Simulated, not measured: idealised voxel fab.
process module | voxel capacitor over wiring
cross-section cut | 275 nm wide | cells 5 nm
A cross-section is a grid of square cells, given in bands from the top down. A band is one or more rows of cells.
Each band's line starts with the height of the band's top and of its bottom, in nm. Then come its materials from left to right, each with its width in nm. One material with "throughout" fills the band from edge to edge. "air" is empty space.
Height 0 is the level under which the wafer as received is all one material. The lowest band goes on downwards, as in "0 down".
A width such as "30 to 40" changes by the same amount from each row of cells to the next, from the band's top row to its bottom row.
"no change" after a step means that no cell of the cross-section changed.
closed voids: empty space of 8 cells or more with no open way to the top, each as width x height at its distance from the left edge, in nm
after a step's settings: what the simulator itself notes on the step
overlay nm, on a step with a mask: how far to the right of its planned place the mask lay; to the left if negative
plan
1 op RECEIVE | material Si
2 op CONFORMAL_DEP | material SiO2 | thk nm 10
3 op DIRECTIONAL_DEP | material TiN | thk nm 5
4 op DIRECTIONAL_DEP | material Ru | thk nm 20
5 op PATTERN | tone cover | mask id METAL_1 | material resist | width nm 20 | pitch nm 75 | thk nm 20 | overlay nm 0
6 op DIRECTIONAL_ETCH | etch materials Ru | depth nm 20
7 op DIRECTIONAL_ETCH | etch materials TiN | depth nm 5
8 op STRIP | etch materials resist
9 op CONFORMAL_DEP | material SiN | thk nm 5
10 op FILL_DEP | material SiO2 | thk nm 5
11 op CMP | height nm 35
12 op CONFORMAL_DEP | material SiCN | thk nm 5
13 op DIRECTIONAL_DEP | material SiO2 | thk nm 15
14 op DIRECTIONAL_DEP | material aC | thk nm 15
15 op PATTERN | tone open | mask id PLUG_1 | material resist | width nm 15 | thk nm 30 | overlay nm 0
16 op DIRECTIONAL_ETCH | etch materials aC | depth nm 15
17 op STRIP | etch materials resist
18 op DIRECTIONAL_ETCH | etch materials SiO2 | depth nm 15
19 op DIRECTIONAL_ETCH | etch materials SiCN | depth nm 5
20 op STRIP | etch materials aC
21 op CONFORMAL_DEP | material TiN | thk nm 5
22 op FILL_DEP | material Ru | thk nm 5
23 op CMP | height nm 55
24 op DIRECTIONAL_DEP | material TiN | thk nm 5
25 op DIRECTIONAL_DEP | material Al2O3 | thk nm 5
26 op DIRECTIONAL_DEP | material TiN | thk nm 5
27 op MASKED_ETCH | tone cover | mask id UPPER_PLATE | width nm 60 | etch materials TiN | depth nm 5 | overlay nm 0
28 op MASKED_ETCH | tone cover | mask id UPPER_PLATE | width nm 60 | etch materials Al2O3 | depth nm 5 | overlay nm 0
29 op PATTERN | tone cover | mask id LOWER_PLATE | material resist | width nm 70 | thk nm 15 | overlay nm 0
30 op DIRECTIONAL_ETCH | etch materials TiN | depth nm 5
31 op STRIP | etch materials resist
32 op FILL_DEP | material SiO2 | thk nm 15
33 op CMP | height nm 80
34 op PATTERN | tone open | mask id PLUG_2 | material resist | width nm 15 | thk nm 20 | overlay nm 0
35 op DIRECTIONAL_ETCH | etch materials SiO2 | depth nm 10
36 op STRIP | etch materials resist
37 op CONFORMAL_DEP | material TiN | thk nm 5
38 op FILL_DEP | material Ru | thk nm 5
39 op CMP | height nm 80
40 op CONFORMAL_DEP | material SiCN | thk nm 5
as received, after step 1
  0 down: Si throughout
  closed voids: none
first wafer at the end, as planned
  85 to 80: SiCN throughout
  80 to 75: SiO2 105 | TiN 5 | Ru 5 | TiN 5 | SiO2 155
  75 to 65: SiO2 105 to 95 | TiN 15 to 60 | SiO2 155 to 120
  65 to 60: SiO2 95 | Al2O3 60 | SiO2 120
  60 to 55: SiO2 90 | TiN 70 | SiO2 115
  55 to 40: SiO2 95 | TiN 5 | Ru 5 | TiN 5 | SiO2 165
  40 to 35: SiCN 95 | TiN 15 | SiCN 165
  35 to 15: SiO2 85 | SiN 5 | Ru 20 | SiN 5 | SiO2 45 | SiN 5 | Ru 20 | SiN 5 | SiO2 85
  15 to 10: SiN 90 | TiN 20 | SiN 55 | TiN 20 | SiN 90
  10 to 0: SiO2 throughout
  0 down: Si throughout
  closed voids: none
second wafer at the end: like start, like plan, one mistake
  85 to 80: SiO2 throughout
  80 to 75: SiO2 105 | TiN 5 | Ru 5 | TiN 5 | SiO2 155
  75 to 65: SiO2 105 to 95 | TiN 15 to 60 | SiO2 155 to 120
  65 to 60: SiO2 95 | Al2O3 60 | SiO2 120
  60 to 55: SiO2 90 | TiN 70 | SiO2 115
  55 to 40: SiO2 95 | TiN 5 | Ru 5 | TiN 5 | SiO2 165
  40 to 35: SiCN 95 | TiN 15 | SiCN 165
  35 to 15: SiO2 85 | SiN 5 | Ru 20 | SiN 5 | SiO2 45 | SiN 5 | Ru 20 | SiN 5 | SiO2 85
  15 to 10: SiN 90 | TiN 20 | SiN 55 | TiN 20 | SiN 90
  10 to 0: SiO2 throughout
  0 down: Si throughout
  closed voids: none
what went wrong: step 40 ran as: op CONFORMAL_DEP | material SiO2 | thk nm 5
at the end the second wafer has, in cells: 55 fewer of SiCN | 55 more of SiO2
